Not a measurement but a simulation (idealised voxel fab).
Process module heading - voxel wiring stack
Cross-sectional view cut (width: 260 nm; square cell size: 5 nm).
Notation: cross-section as square-cell grid; stated in bands, top first, going down; one or more cell rows per band. Each band's line starts with the height of the band's top and of its bottom, in nm. Then come its materials from left to right, each with its width in nm. One material with "full width" fills the band from edge to edge. "blank" is empty space. Heights are expressed relative to 0, this being the level below which the as-received wafer comprises one material exclusively. The lowest band is unbounded in the downward direction and is denoted as in "0 down". Quick explanation for "30..40": the width changes in equal steps down the rows of cells, from the first number in the band's top row to the second number in its bottom row. "left unchanged", as given for a step, is the statement that not any cell of the cross-section underwent a change during that step. Entry "Trapped void list". Content: empty spaces with no open connection to the top, size 8 cells or greater. Each: width x height at distance. Distance: from left edge. Unit: nm. Anything after a step's settings on that line? It's the simulator's own note about the step. overlay nm: on a step with a mask, how far right of its planned place the mask lay; negative means left. Read the rest as pairs. Take the cross-section before one process step, then the cross-section after it, which shows only down to the lowest band that changed. Under the pair, find the step between them and its settings. Bear in mind that pairs may come from different runs of this module on the same starting wafer: link a pair to the pair above it only where its entry headed "Pre-process state" says to.
## Pre-process state
- 50 to 35 | resist: 60, blank: 30, resist: 25, blank: 30, resist: 25, blank: 30, resist: 60
- 35 to 30 | SiCN full width
- 30 to 10 | lowk full width
- 10 to 0 | SiO2 full width
- 0 down | Si full width
- Trapped void list: none
## As Processed
- 50 to 35 | resist: 60, blank: 30, resist: 25, blank: 30, resist: 25, blank: 30, resist: 60
- 35 to 30 | SiCN: 60, blank: 30, SiCN: 25, blank: 30, SiCN: 25, blank: 30, SiCN: 60
- Below 30 it's all the same as before, nothing changed down there.
- Trapped void list: none
Step between the pre-process and post-process cross-sections given above: DIRECTIONAL_ETCH with etch materials SiCN, depth nm 5
Pre-process state: it's just the after picture from the pair right above this one.
## As Processed
- 35 to 30 | SiCN: 60, blank: 30, SiCN: 25, blank: 30, SiCN: 25, blank: 30, SiCN: 60
- Below 30 it's all the same as before, nothing changed down there.
- Trapped void list: none
Step between the pre-process and post-process cross-sections given above: STRIP with etch materials resist
Pre-process state: it's just the after picture from the pair right above this one.
## As Processed
- 40 to 35 | TiN: 65, blank: 20, TiN: 35, blank: 20, TiN: 35, blank: 20, TiN: 65
- 35 to 30 | SiCN: 60, TiN: 30, SiCN: 25, TiN: 30, SiCN: 25, TiN: 30, SiCN: 60
- Below 30 it's all the same as before, nothing changed down there.
- Trapped void list: none
Step between the pre-process and post-process cross-sections given above: CONFORMAL_DEP with material TiN, thk nm 5
Pre-process state: it's just the after picture from the pair right above this one.
## As Processed
- 45 to 40 | W full width
- 40 to 35 | TiN: 65, W: 20, TiN: 35, W: 20, TiN: 35, W: 20, TiN: 65
- Below 35 it's all the same as before, nothing changed down there.
- Trapped void list: none
Step between the pre-process and post-process cross-sections given above: FILL_DEP with material W, thk nm 5
Pre-process state: it's just the after picture from the pair right above this one.
## As Processed
- 35 to 30 | SiCN: 60, TiN: 30, SiCN: 25, TiN: 30, SiCN: 25, TiN: 30, SiCN: 60
- Below 30 it's all the same as before, nothing changed down there.
- Trapped void list: none
Step between the pre-process and post-process cross-sections given above: CMP with height nm 35
Pre-process state: it's just the after picture from the pair right above this one.
## As Processed
- 40 to 35 | SiCN full width
- Below 35 it's all the same as before, nothing changed down there.
- Trapped void list: none
Step between the pre-process and post-process cross-sections given above: CONFORMAL_DEP with material SiCN, thk nm 5
Pre-process state: it's just the after picture from the pair right above this one.
## As Processed
- 70 to 40 | SiO2 full width
- Below 40 it's all the same as before, nothing changed down there.
- Trapped void list: none
Step between the pre-process and post-process cross-sections given above: DIRECTIONAL_DEP with material SiO2, thk nm 30
Pre-process state: it's just the after picture from the pair right above this one.
## As Processed
- 85 to 70 | resist: 60, blank: 30, resist: 25, blank: 30, resist: 25, blank: 30, resist: 60
- Below 70 it's all the same as before, nothing changed down there.
- Trapped void list: none
Step between the pre-process and post-process cross-sections given above: PATTERN with tone open, mask id METAL_2, material resist, width nm 30, pitch nm 55, thk nm 15, overlay nm 0
Pre-process state: it's just the after picture from the pair right above this one.
## As Processed
- 85 to 70 | resist: 60, blank: 30, resist: 25, blank: 30, resist: 25, blank: 30, resist: 60
- 70 to 55 | SiO2: 60, blank: 30, SiO2: 25, blank: 30, SiO2: 25, blank: 30, SiO2: 60
- Below 55 it's all the same as before, nothing changed down there.
- Trapped void list: none
Step between the pre-process and post-process cross-sections given above: DIRECTIONAL_ETCH with etch materials SiO2, depth nm 15
Pre-process state: it's just the after picture from the pair right above this one.
## As Processed
- 70 to 55 | SiO2: 60, blank: 30, SiO2: 25, blank: 30, SiO2: 25, blank: 30, SiO2: 60
- Below 55 it's all the same as before, nothing changed down there.
- Trapped void list: none
Step between the pre-process and post-process cross-sections given above: STRIP with etch materials resist
Pre-process state: it's just the after picture from the pair right above this one.
## As Processed
- 85 to 70 | aC: 60, blank: 30, aC: 25, blank: 30, aC: 25, blank: 30, aC: 60
- 70 to 55 | SiO2: 60, aC: 30, SiO2: 25, aC: 30, SiO2: 25, aC: 30, SiO2: 60
- Below 55 it's all the same as before, nothing changed down there.
- Trapped void list: none
Step between the pre-process and post-process cross-sections given above: DIRECTIONAL_DEP with material aC, thk nm 15
Pre-process state: it's just the after picture from the pair right above this one.
## As Processed
- 115 to 85 | resist: 60, blank: 15, resist: 95, blank: 15, resist: 75
- 85 to 70 | aC: 60, blank: 15, resist: 15, aC: 25, resist: 30, aC: 25, blank: 15, resist: 15, aC: 60
- Below 70 it's all the same as before, nothing changed down there.
- Trapped void list: none
Step between the pre-process and post-process cross-sections given above: PATTERN with tone open, mask id METAL_2_HOLES, material resist, width nm 15, pitch nm 110, thk nm 30, overlay nm 0
Pre-process state: it's just the after picture from the pair right above this one.
## As Processed
- 100 to 85 | resist: 60, blank: 15, resist: 95, blank: 15, resist: 75
- 85 to 70 | aC: 60, blank: 15, resist: 15, aC: 25, resist: 30, aC: 25, blank: 15, resist: 15, aC: 60
- 70 to 55 | SiO2: 60, blank: 15, aC: 15, SiO2: 25, aC: 30, SiO2: 25, blank: 15, aC: 15, SiO2: 60
- Below 55 it's all the same as before, nothing changed down there.
- Trapped void list: none
Step between the pre-process and post-process cross-sections given above: DIRECTIONAL_ETCH with etch materials aC, depth nm 15
Pre-process state: it's just the after picture from the pair right above this one.
## As Processed
- 85 to 70 | aC: 60, blank: 30, aC: 25, blank: 30, aC: 25, blank: 30, aC: 60
- Below 70 it's all the same as before, nothing changed down there.
- Trapped void list: none
Step between the pre-process and post-process cross-sections given above: STRIP with etch materials resist
Pre-process state: it's just the after picture from the pair right above this one.
## As Processed
- 85 to 70 | aC: 60, blank: 30, aC: 25, blank: 30, aC: 25, blank: 30, aC: 60
- 70 to 55 | SiO2: 60, blank: 15, aC: 15, SiO2: 25, aC: 30, SiO2: 25, blank: 15, aC: 15, SiO2: 60
- 55 to 40 | SiO2: 60, blank: 15, SiO2: 95, blank: 15, SiO2: 75
- Below 40 it's all the same as before, nothing changed down there.
- Trapped void list: none
Step between the pre-process and post-process cross-sections given above: DIRECTIONAL_ETCH with etch materials SiO2, depth nm 15
Pre-process state: it's just the after picture from the pair right above this one.
## As Processed
- 85 to 70 | aC: 60, blank: 30, aC: 25, blank: 30, aC: 25, blank: 30, aC: 60
- 70 to 55 | SiO2: 60, blank: 15, aC: 15, SiO2: 25, aC: 30, SiO2: 25, blank: 15, aC: 15, SiO2: 60
- 55 to 40 | SiO2: 60, blank: 15, SiO2: 95, blank: 15, SiO2: 75
- 40 to 35 | SiCN: 60, blank: 15, SiCN: 95, blank: 15, SiCN: 75
- Below 35 it's all the same as before, nothing changed down there.
- Trapped void list: none
Step between the pre-process and post-process cross-sections given above: DIRECTIONAL_ETCH with etch materials SiCN, depth nm 5
Pre-process state: it's just the after picture from the pair right above this one.
## As Processed
- 70 to 55 | SiO2: 60, blank: 30, SiO2: 25, blank: 30, SiO2: 25, blank: 30, SiO2: 60
- Below 55 it's all the same as before, nothing changed down there.
- Trapped void list: none
Step between the pre-process and post-process cross-sections given above: STRIP with etch materials aC
Pre-process state: it's just the after picture from the pair right above this one.
## As Processed
- 75 to 70 | TiN: 65, blank: 20, TiN: 35, blank: 20, TiN: 35, blank: 20, TiN: 65
- 70 to 60 | SiO2: 60, TiN: 5, blank: 20, TiN: 5, SiO2: 25, TiN: 5, blank: 20, TiN: 5, SiO2: 25, TiN: 5, blank: 20, TiN: 5, SiO2: 60
- 60 to 55 | SiO2: 60, TiN: 5, blank: 5, TiN: 20, SiO2: 25, TiN: 30, SiO2: 25, TiN: 5, blank: 5, TiN: 20, SiO2: 60
- 55 to 40 | SiO2: 60, TiN: 5, blank: 5, TiN: 5, SiO2: 95, TiN: 5, blank: 5, TiN: 5, SiO2: 75
- 40 to 35 | SiCN: 60, TiN: 15, SiCN: 95, TiN: 15, SiCN: 75
- Below 35 it's all the same as before, nothing changed down there.
- Trapped void list: none
Step between the pre-process and post-process cross-sections given above: CONFORMAL_DEP with material TiN, thk nm 5
Pre-process state: it's just the after picture from the pair right above this one.
## As Processed
- 80 to 75 | Ru full width
- 75 to 70 | TiN: 65, Ru: 20, TiN: 35, Ru: 20, TiN: 35, Ru: 20, TiN: 65
- 70 to 60 | SiO2: 60, TiN: 5, Ru: 20, TiN: 5, SiO2: 25, TiN: 5, Ru: 20, TiN: 5, SiO2: 25, TiN: 5, Ru: 20, TiN: 5, SiO2: 60
- 60 to 55 | SiO2: 60, TiN: 5, Ru: 5, TiN: 20, SiO2: 25, TiN: 30, SiO2: 25, TiN: 5, Ru: 5, TiN: 20, SiO2: 60
- 55 to 40 | SiO2: 60, TiN: 5, Ru: 5, TiN: 5, SiO2: 95, TiN: 5, Ru: 5, TiN: 5, SiO2: 75
- Below 40 it's all the same as before, nothing changed down there.
- Trapped void list: none
Step between the pre-process and post-process cross-sections given above: FILL_DEP with material Ru, thk nm 5
Pre-process state: it's just the after picture from the pair right above this one.
## As Processed
- 70 to 60 | SiO2: 60, TiN: 5, Ru: 20, TiN: 5, SiO2: 25, TiN: 5, Ru: 20, TiN: 5, SiO2: 25, TiN: 5, Ru: 20, TiN: 5, SiO2: 60
- Below 60 it's all the same as before, nothing changed down there.
- Trapped void list: none
Step between the pre-process and post-process cross-sections given above: CMP with height nm 70
Pre-process state: it's just the after picture from the pair right above this one.
## As Processed
- 75 to 70 | SiCN full width
- Below 70 it's all the same as before, nothing changed down there.
- Trapped void list: none
Step between the pre-process and post-process cross-sections given above: CONFORMAL_DEP with material SiCN, thk nm 5
## Pre-process state
- 40 to 35 | SiCN full width
- 35 to 15 | lowk: 60, TiN: 5, W: 20, TiN: 5, lowk: 25, TiN: 5, W: 20, TiN: 5, lowk: 25, TiN: 5, W: 20, TiN: 5, lowk: 60
- 15 to 10 | SiCN: 60, TiN: 30, SiCN: 25, TiN: 30, SiCN: 25, TiN: 30, SiCN: 60
- 10 to 0 | SiO2 full width
- 0 down | Si full width
- Trapped void list: none
## As Processed
- 65 to 40 | SiO2 full width
- Below 40 it's all the same as before, nothing changed down there.
- Trapped void list: none
Step between the pre-process and post-process cross-sections given above: DIRECTIONAL_DEP with material SiO2, thk nm 25
Pre-process state: it's just the after picture from the pair right above this one.
## As Processed
- 80 to 65 | resist: 60, blank: 30, resist: 25, blank: 30, resist: 25, blank: 30, resist: 60
- Below 65 it's all the same as before, nothing changed down there.
- Trapped void list: none
Step between the pre-process and post-process cross-sections given above: PATTERN with tone open, mask id METAL_2, material resist, width nm 30, pitch nm 55, thk nm 15, overlay nm 0
Pre-process state: it's just the after picture from the pair right above this one.
## As Processed
- 80 to 65 | resist: 60, blank: 30, resist: 25, blank: 30, resist: 25, blank: 30, resist: 60
- 65 to 50 | SiO2: 60, blank: 30, SiO2: 25, blank: 30, SiO2: 25, blank: 30, SiO2: 60
- Below 50 it's all the same as before, nothing changed down there.
- Trapped void list: none
Step between the pre-process and post-process cross-sections given above: DIRECTIONAL_ETCH with etch materials SiO2, depth nm 15
Pre-process state: it's just the after picture from the pair right above this one.
## As Processed
- 65 to 50 | SiO2: 60, blank: 30, SiO2: 25, blank: 30, SiO2: 25, blank: 30, SiO2: 60
- Below 50 it's all the same as before, nothing changed down there.
- Trapped void list: none
Step between the pre-process and post-process cross-sections given above: STRIP with etch materials resist
Pre-process state: it's just the after picture from the pair right above this one.
## As Processed
- 80 to 65 | aC: 60, blank: 30, aC: 25, blank: 30, aC: 25, blank: 30, aC: 60
- 65 to 50 | SiO2: 60, aC: 30, SiO2: 25, aC: 30, SiO2: 25, aC: 30, SiO2: 60
- Below 50 it's all the same as before, nothing changed down there.
- Trapped void list: none
Step between the pre-process and post-process cross-sections given above: DIRECTIONAL_DEP with material aC, thk nm 15
Pre-process state: it's just the after picture from the pair right above this one.
## As Processed
- 110 to 80 | resist: 60, blank: 15, resist: 95, blank: 15, resist: 75
- 80 to 65 | aC: 60, blank: 15, resist: 15, aC: 25, resist: 30, aC: 25, blank: 15, resist: 15, aC: 60
- Below 65 it's all the same as before, nothing changed down there.
- Trapped void list: none
Step between the pre-process and post-process cross-sections given above: PATTERN with tone open, mask id METAL_2_HOLES, material resist, width nm 15, pitch nm 110, thk nm 30, overlay nm 0
Pre-process state: it's just the after picture from the pair right above this one.
## As Processed
- 95 to 80 | resist: 60, blank: 15, resist: 95, blank: 15, resist: 75
- 80 to 65 | aC: 60, blank: 15, resist: 15, aC: 25, resist: 30, aC: 25, blank: 15, resist: 15, aC: 60
- 65 to 50 | SiO2: 60, blank: 15, aC: 15, SiO2: 25, aC: 30, SiO2: 25, blank: 15, aC: 15, SiO2: 60
- Below 50 it's all the same as before, nothing changed down there.
- Trapped void list: none
Step between the pre-process and post-process cross-sections given above: DIRECTIONAL_ETCH with etch materials aC, depth nm 15
Pre-process state: it's just the after picture from the pair right above this one.
## As Processed
- 80 to 65 | aC: 60, blank: 30, aC: 25, blank: 30, aC: 25, blank: 30, aC: 60
- Below 65 it's all the same as before, nothing changed down there.
- Trapped void list: none
Step between the pre-process and post-process cross-sections given above: STRIP with etch materials resist
Pre-process state: it's just the after picture from the pair right above this one.
## As Processed
- 80 to 65 | aC: 60, blank: 30, aC: 25, blank: 30, aC: 25, blank: 30, aC: 60
- 65 to 50 | SiO2: 60, blank: 15, aC: 15, SiO2: 25, aC: 30, SiO2: 25, blank: 15, aC: 15, SiO2: 60
- 50 to 40 | SiO2: 60, blank: 15, SiO2: 95, blank: 15, SiO2: 75
- Below 40 it's all the same as before, nothing changed down there.
- Trapped void list: none
Step between the pre-process and post-process cross-sections given above: DIRECTIONAL_ETCH with etch materials SiO2, depth nm 15
Pre-process state: it's just the after picture from the pair right above this one.
## As Processed
- 80 to 65 | aC: 60, blank: 30, aC: 25, blank: 30, aC: 25, blank: 30, aC: 60
- 65 to 50 | SiO2: 60, blank: 15, aC: 15, SiO2: 25, aC: 30, SiO2: 25, blank: 15, aC: 15, SiO2: 60
- 50 to 40 | SiO2: 60, blank: 15, SiO2: 95, blank: 15, SiO2: 75
- 40 to 35 | SiCN: 60, blank: 15, SiCN: 95, blank: 15, SiCN: 75
- Below 35 it's all the same as before, nothing changed down there.
- Trapped void list: none
Step between the pre-process and post-process cross-sections given above: DIRECTIONAL_ETCH with etch materials SiCN, depth nm 5
Pre-process state: it's just the after picture from the pair right above this one.
## As Processed
- 65 to 50 | SiO2: 60, blank: 30, SiO2: 25, blank: 30, SiO2: 25, blank: 30, SiO2: 60
- Below 50 it's all the same as before, nothing changed down there.
- Trapped void list: none
Step between the pre-process and post-process cross-sections given above: STRIP with etch materials aC
Pre-process state: it's just the after picture from the pair right above this one.
## As Processed
- 70 to 65 | TiN: 65, blank: 20, TiN: 35, blank: 20, TiN: 35, blank: 20, TiN: 65
- 65 to 55 | SiO2: 60, TiN: 5, blank: 20, TiN: 5, SiO2: 25, TiN: 5, blank: 20, TiN: 5, SiO2: 25, TiN: 5, blank: 20, TiN: 5, SiO2: 60
- 55 to 50 | SiO2: 60, TiN: 5, blank: 5, TiN: 20, SiO2: 25, TiN: 30, SiO2: 25, TiN: 5, blank: 5, TiN: 20, SiO2: 60
- 50 to 40 | SiO2: 60, TiN: 5, blank: 5, TiN: 5, SiO2: 95, TiN: 5, blank: 5, TiN: 5, SiO2: 75
- 40 to 35 | SiCN: 60, TiN: 15, SiCN: 95, TiN: 15, SiCN: 75
- Below 35 it's all the same as before, nothing changed down there.
- Trapped void list: none
Step between the pre-process and post-process cross-sections given above: CONFORMAL_DEP with material TiN, thk nm 5
Pre-process state: it's just the after picture from the pair right above this one.
## As Processed
- 75 to 70 | Ru full width
- 70 to 65 | TiN: 65, Ru: 20, TiN: 35, Ru: 20, TiN: 35, Ru: 20, TiN: 65
- 65 to 55 | SiO2: 60, TiN: 5, Ru: 20, TiN: 5, SiO2: 25, TiN: 5, Ru: 20, TiN: 5, SiO2: 25, TiN: 5, Ru: 20, TiN: 5, SiO2: 60
- 55 to 50 | SiO2: 60, TiN: 5, Ru: 5, TiN: 20, SiO2: 25, TiN: 30, SiO2: 25, TiN: 5, Ru: 5, TiN: 20, SiO2: 60
- 50 to 40 | SiO2: 60, TiN: 5, Ru: 5, TiN: 5, SiO2: 95, TiN: 5, Ru: 5, TiN: 5, SiO2: 75
- Below 40 it's all the same as before, nothing changed down there.
- Trapped void list: none
Step between the pre-process and post-process cross-sections given above: FILL_DEP with material Ru, thk nm 5
Pre-process state: it's just the after picture from the pair right above this one.
## As Processed
- 70 to 65 | TiN: 65, Ru: 20, TiN: 35, Ru: 20, TiN: 35, Ru: 20, TiN: 65
- Below 65 it's all the same as before, nothing changed down there.
- Trapped void list: none
Step between the pre-process and post-process cross-sections given above: CMP with height nm 70
Pre-process state: it's just the after picture from the pair right above this one.
## As Processed
- 75 to 70 | SiCN full width
- Below 70 it's all the same as before, nothing changed down there.
- Trapped void list: none
Step between the pre-process and post-process cross-sections given above: CONFORMAL_DEP with material SiCN, thk nm 5
## Pre-process state
- 70 to 40 | SiO2 full width
- 40 to 35 | SiCN full width
- 35 to 15 | lowk: 60, TiN: 5, W: 20, TiN: 5, lowk: 25, TiN: 5, W: 20, TiN: 5, lowk: 25, TiN: 5, W: 20, TiN: 5, lowk: 60
- 15 to 10 | SiCN: 60, TiN: 30, SiCN: 25, TiN: 30, SiCN: 25, TiN: 30, SiCN: 60
- 10 to 0 | SiO2 full width
- 0 down | Si full width
- Trapped void list: none
## As Processed
- 85 to 70 | resist: 65, blank: 20, resist: 35, blank: 20, resist: 35, blank: 20, resist: 65
- Below 70 it's all the same as before, nothing changed down there.
- Trapped void list: none
Step between the pre-process and post-process cross-sections given above: PATTERN with tone open, mask id METAL_2, material resist, width nm 20, pitch nm 55, thk nm 15, overlay nm 0
Pre-process state: it's just the after picture from the pair right above this one.
## As Processed
- 85 to 70 | resist: 65, blank: 20, resist: 35, blank: 20, resist: 35, blank: 20, resist: 65
- 70 to 55 | SiO2: 65, blank: 20, SiO2: 35, blank: 20, SiO2: 35, blank: 20, SiO2: 65
- Below 55 it's all the same as before, nothing changed down there.
- Trapped void list: none
Step between the pre-process and post-process cross-sections given above: DIRECTIONAL_ETCH with etch materials SiO2, depth nm 15
Pre-process state: it's just the after picture from the pair right above this one.
## As Processed
- 70 to 55 | SiO2: 65, blank: 20, SiO2: 35, blank: 20, SiO2: 35, blank: 20, SiO2: 65
- Below 55 it's all the same as before, nothing changed down there.
- Trapped void list: none
Step between the pre-process and post-process cross-sections given above: STRIP with etch materials resist
Pre-process state: it's just the after picture from the pair right above this one.
## As Processed
- 85 to 70 | aC: 65, blank: 20, aC: 35, blank: 20, aC: 35, blank: 20, aC: 65
- 70 to 55 | SiO2: 65, aC: 20, SiO2: 35, aC: 20, SiO2: 35, aC: 20, SiO2: 65
- Below 55 it's all the same as before, nothing changed down there.
- Trapped void list: none
Step between the pre-process and post-process cross-sections given above: DIRECTIONAL_DEP with material aC, thk nm 15
Pre-process state: it's just the after picture from the pair right above this one.
## As Processed
- 115 to 85 | resist: 60, blank: 15, resist: 95, blank: 15, resist: 75
- 85 to 70 | aC: 65, blank: 10, resist: 10, aC: 35, resist: 20, aC: 35, blank: 10, resist: 10, aC: 65
- Below 70 it's all the same as before, nothing changed down there.
- Trapped void list: none
Step between the pre-process and post-process cross-sections given above: PATTERN with tone open, mask id METAL_2_HOLES, material resist, width nm 15, pitch nm 110, thk nm 30, overlay nm 0
Pre-process state: it's just the after picture from the pair right above this one.
## As Processed
- 100 to 85 | resist: 60, blank: 15, resist: 95, blank: 15, resist: 75
- 85 to 70 | aC: 60, blank: 15, resist: 10, aC: 35, resist: 20, aC: 30, blank: 15, resist: 10, aC: 65
- 70 to 55 | SiO2: 65, blank: 10, aC: 10, SiO2: 35, aC: 20, SiO2: 35, blank: 10, aC: 10, SiO2: 65
- Below 55 it's all the same as before, nothing changed down there.
- Trapped void list: none
Step between the pre-process and post-process cross-sections given above: DIRECTIONAL_ETCH with etch materials aC, depth nm 15
Pre-process state: it's just the after picture from the pair right above this one.
## As Processed
- 85 to 70 | aC: 60, blank: 25, aC: 35, blank: 20, aC: 30, blank: 25, aC: 65
- Below 70 it's all the same as before, nothing changed down there.
- Trapped void list: none
Step between the pre-process and post-process cross-sections given above: STRIP with etch materials resist
Pre-process state: it's just the after picture from the pair right above this one.
## As Processed
- 85 to 70 | aC: 60, blank: 25, aC: 35, blank: 20, aC: 30, blank: 25, aC: 65
- 70 to 55 | SiO2: 60, blank: 15, aC: 10, SiO2: 35, aC: 20, SiO2: 30, blank: 15, aC: 10, SiO2: 65
- 55 to 40 | SiO2: 65, blank: 10, SiO2: 100, blank: 10, SiO2: 75
- Below 40 it's all the same as before, nothing changed down there.
- Trapped void list: none
Step between the pre-process and post-process cross-sections given above: DIRECTIONAL_ETCH with etch materials SiO2, depth nm 15
Pre-process state: it's just the after picture from the pair right above this one.
## As Processed
- 85 to 70 | aC: 60, blank: 25, aC: 35, blank: 20, aC: 30, blank: 25, aC: 65
- 70 to 55 | SiO2: 60, blank: 15, aC: 10, SiO2: 35, aC: 20, SiO2: 30, blank: 15, aC: 10, SiO2: 65
- 55 to 40 | SiO2: 65, blank: 10, SiO2: 100, blank: 10, SiO2: 75
- 40 to 35 | SiCN: 65, blank: 10, SiCN: 100, blank: 10, SiCN: 75
- Below 35 it's all the same as before, nothing changed down there.
- Trapped void list: none
Step between the pre-process and post-process cross-sections given above: DIRECTIONAL_ETCH with etch materials SiCN, depth nm 5
Pre-process state: it's just the after picture from the pair right above this one.
## As Processed
- 70 to 55 | SiO2: 60, blank: 25, SiO2: 35, blank: 20, SiO2: 30, blank: 25, SiO2: 65
- Below 55 it's all the same as before, nothing changed down there.
- Trapped void list: none
Step between the pre-process and post-process cross-sections given above: STRIP with etch materials aC
Pre-process state: it's just the after picture from the pair right above this one.
## As Processed
- 75 to 70 | TiN: 65, blank: 15, TiN: 45, blank: 10, TiN: 40, blank: 15, TiN: 70
- 70 to 60 | SiO2: 60, TiN: 5, blank: 15, TiN: 5, SiO2: 35, TiN: 5, blank: 10, TiN: 5, SiO2: 30, TiN: 5, blank: 15, TiN: 5, SiO2: 65
- 60 to 55 | SiO2: 60, TiN: 25, SiO2: 35, TiN: 20, SiO2: 30, TiN: 25, SiO2: 65
- 55 to 40 | SiO2: 65, TiN: 10, SiO2: 100, TiN: 10, SiO2: 75
- 40 to 35 | SiCN: 65, TiN: 10, SiCN: 100, TiN: 10, SiCN: 75
- Below 35 it's all the same as before, nothing changed down there.
- Trapped void list: none
Step between the pre-process and post-process cross-sections given above: CONFORMAL_DEP with material TiN, thk nm 5
Pre-process state: it's just the after picture from the pair right above this one.
## As Processed
- 80 to 75 | Ru full width
- 75 to 70 | TiN: 65, Ru: 15, TiN: 45, Ru: 10, TiN: 40, Ru: 15, TiN: 70
- 70 to 60 | SiO2: 60, TiN: 5, Ru: 15, TiN: 5, SiO2: 35, TiN: 5, Ru: 10, TiN: 5, SiO2: 30, TiN: 5, Ru: 15, TiN: 5, SiO2: 65
- Below 60 it's all the same as before, nothing changed down there.
- Trapped void list: none
Step between the pre-process and post-process cross-sections given above: FILL_DEP with material Ru, thk nm 5
Pre-process state: it's just the after picture from the pair right above this one.
## As Processed
- 70 to 60 | SiO2: 60, TiN: 5, Ru: 15, TiN: 5, SiO2: 35, TiN: 5, Ru: 10, TiN: 5, SiO2: 30, TiN: 5, Ru: 15, TiN: 5, SiO2: 65
- Below 60 it's all the same as before, nothing changed down there.
- Trapped void list: none
Step between the pre-process and post-process cross-sections given above: CMP with height nm 70
Pre-process state: it's just the after picture from the pair right above this one.
## As Processed
- 75 to 70 | SiCN full width
- Below 70 it's all the same as before, nothing changed down there.
- Trapped void list: none
Step between the pre-process and post-process cross-sections given above: CONFORMAL_DEP with material SiCN, thk nm 5
## Pre-process state
- 35 to 15 | lowk full width
- 15 to 10 | SiCN full width
- 10 to 0 | SiO2 full width
- 0 down | Si full width
- Trapped void list: none
## As Processed
- 50 to 35 | resist: 70, blank: 30, resist: 25, blank: 30, resist: 25, blank: 30, resist: 50
- Below 35 it's all the same as before, nothing changed down there.
- Trapped void list: none
Step between the pre-process and post-process cross-sections given above: PATTERN with tone open, mask id METAL_1, material resist, width nm 30, pitch nm 55, thk nm 15, overlay nm 10
Pre-process state: it's just the after picture from the pair right above this one.
## As Processed
- 50 to 35 | resist: 70, blank: 30, resist: 25, blank: 30, resist: 25, blank: 30, resist: 50
- 35 to 15 | lowk: 70, blank: 30, lowk: 25, blank: 30, lowk: 25, blank: 30, lowk: 50
- Below 15 it's all the same as before, nothing changed down there.
- Trapped void list: none
Step between the pre-process and post-process cross-sections given above: DIRECTIONAL_ETCH with etch materials lowk, depth nm 20
Pre-process state: it's just the after picture from the pair right above this one.
## As Processed
- 50 to 35 | resist: 70, blank: 30, resist: 25, blank: 30, resist: 25, blank: 30, resist: 50
- 35 to 15 | lowk: 70, blank: 30, lowk: 25, blank: 30, lowk: 25, blank: 30, lowk: 50
- 15 to 10 | SiCN: 70, blank: 30, SiCN: 25, blank: 30, SiCN: 25, blank: 30, SiCN: 50
- Below 10 it's all the same as before, nothing changed down there.
- Trapped void list: none
Step between the pre-process and post-process cross-sections given above: DIRECTIONAL_ETCH with etch materials SiCN, depth nm 5
Pre-process state: it's just the after picture from the pair right above this one.
## As Processed
- 35 to 15 | lowk: 70, blank: 30, lowk: 25, blank: 30, lowk: 25, blank: 30, lowk: 50
- Below 15 it's all the same as before, nothing changed down there.
- Trapped void list: none
Step between the pre-process and post-process cross-sections given above: STRIP with etch materials resist
Pre-process state: it's just the after picture from the pair right above this one.
## As Processed
- 40 to 35 | TiN: 75, blank: 20, TiN: 35, blank: 20, TiN: 35, blank: 20, TiN: 55
- 35 to 15 | lowk: 70, TiN: 5, blank: 20, TiN: 5, lowk: 25, TiN: 5, blank: 20, TiN: 5, lowk: 25, TiN: 5, blank: 20, TiN: 5, lowk: 50
- 15 to 10 | SiCN: 70, TiN: 30, SiCN: 25, TiN: 30, SiCN: 25, TiN: 30, SiCN: 50
- Below 10 it's all the same as before, nothing changed down there.
- Trapped void list: none
Step between the pre-process and post-process cross-sections given above: CONFORMAL_DEP with material TiN, thk nm 5
Pre-process state: it's just the after picture from the pair right above this one.
## As Processed
- 45 to 40 | W full width
- 40 to 35 | TiN: 75, W: 20, TiN: 35, W: 20, TiN: 35, W: 20, TiN: 55
- 35 to 15 | lowk: 70, TiN: 5, W: 20, TiN: 5, lowk: 25, TiN: 5, W: 20, TiN: 5, lowk: 25, TiN: 5, W: 20, TiN: 5, lowk: 50
- Below 15 it's all the same as before, nothing changed down there.
- Trapped void list: none
Step between the pre-process and post-process cross-sections given above: FILL_DEP with material W, thk nm 5
Pre-process state: it's just the after picture from the pair right above this one.
## As Processed
- 35 to 15 | lowk: 70, TiN: 5, W: 20, TiN: 5, lowk: 25, TiN: 5, W: 20, TiN: 5, lowk: 25, TiN: 5, W: 20, TiN: 5, lowk: 50
- Below 15 it's all the same as before, nothing changed down there.
- Trapped void list: none
Step between the pre-process and post-process cross-sections given above: CMP with height nm 35
Pre-process state: it's just the after picture from the pair right above this one.
## As Processed
- 40 to 35 | SiCN full width
- Below 35 it's all the same as before, nothing changed down there.
- Trapped void list: none
Step between the pre-process and post-process cross-sections given above: CONFORMAL_DEP with material SiCN, thk nm 5
Pre-process state: it's just the after picture from the pair right above this one.
## As Processed
- 70 to 40 | SiO2 full width
- Below 40 it's all the same as before, nothing changed down there.
- Trapped void list: none
Step between the pre-process and post-process cross-sections given above: DIRECTIONAL_DEP with material SiO2, thk nm 30
Pre-process state: it's just the after picture from the pair right above this one.
## As Processed
- 85 to 70 | resist: 60, blank: 30, resist: 25, blank: 30, resist: 25, blank: 30, resist: 60
- Below 70 it's all the same as before, nothing changed down there.
- Trapped void list: none
Step between the pre-process and post-process cross-sections given above: PATTERN with tone open, mask id METAL_2, material resist, width nm 30, pitch nm 55, thk nm 15, overlay nm 0
Pre-process state: it's just the after picture from the pair right above this one.
## As Processed
- 85 to 70 | resist: 60, blank: 30, resist: 25, blank: 30, resist: 25, blank: 30, resist: 60
- 70 to 55 | SiO2: 60, blank: 30, SiO2: 25, blank: 30, SiO2: 25, blank: 30, SiO2: 60
- Below 55 it's all the same as before, nothing changed down there.
- Trapped void list: none
Step between the pre-process and post-process cross-sections given above: DIRECTIONAL_ETCH with etch materials SiO2, depth nm 15
Pre-process state: it's just the after picture from the pair right above this one.
## As Processed
- 70 to 55 | SiO2: 60, blank: 30, SiO2: 25, blank: 30, SiO2: 25, blank: 30, SiO2: 60
- Below 55 it's all the same as before, nothing changed down there.
- Trapped void list: none
Step between the pre-process and post-process cross-sections given above: STRIP with etch materials resist
Pre-process state: it's just the after picture from the pair right above this one.
## As Processed
- 85 to 70 | aC: 60, blank: 30, aC: 25, blank: 30, aC: 25, blank: 30, aC: 60
- 70 to 55 | SiO2: 60, aC: 30, SiO2: 25, aC: 30, SiO2: 25, aC: 30, SiO2: 60
- Below 55 it's all the same as before, nothing changed down there.
- Trapped void list: none
Step between the pre-process and post-process cross-sections given above: DIRECTIONAL_DEP with material aC, thk nm 15
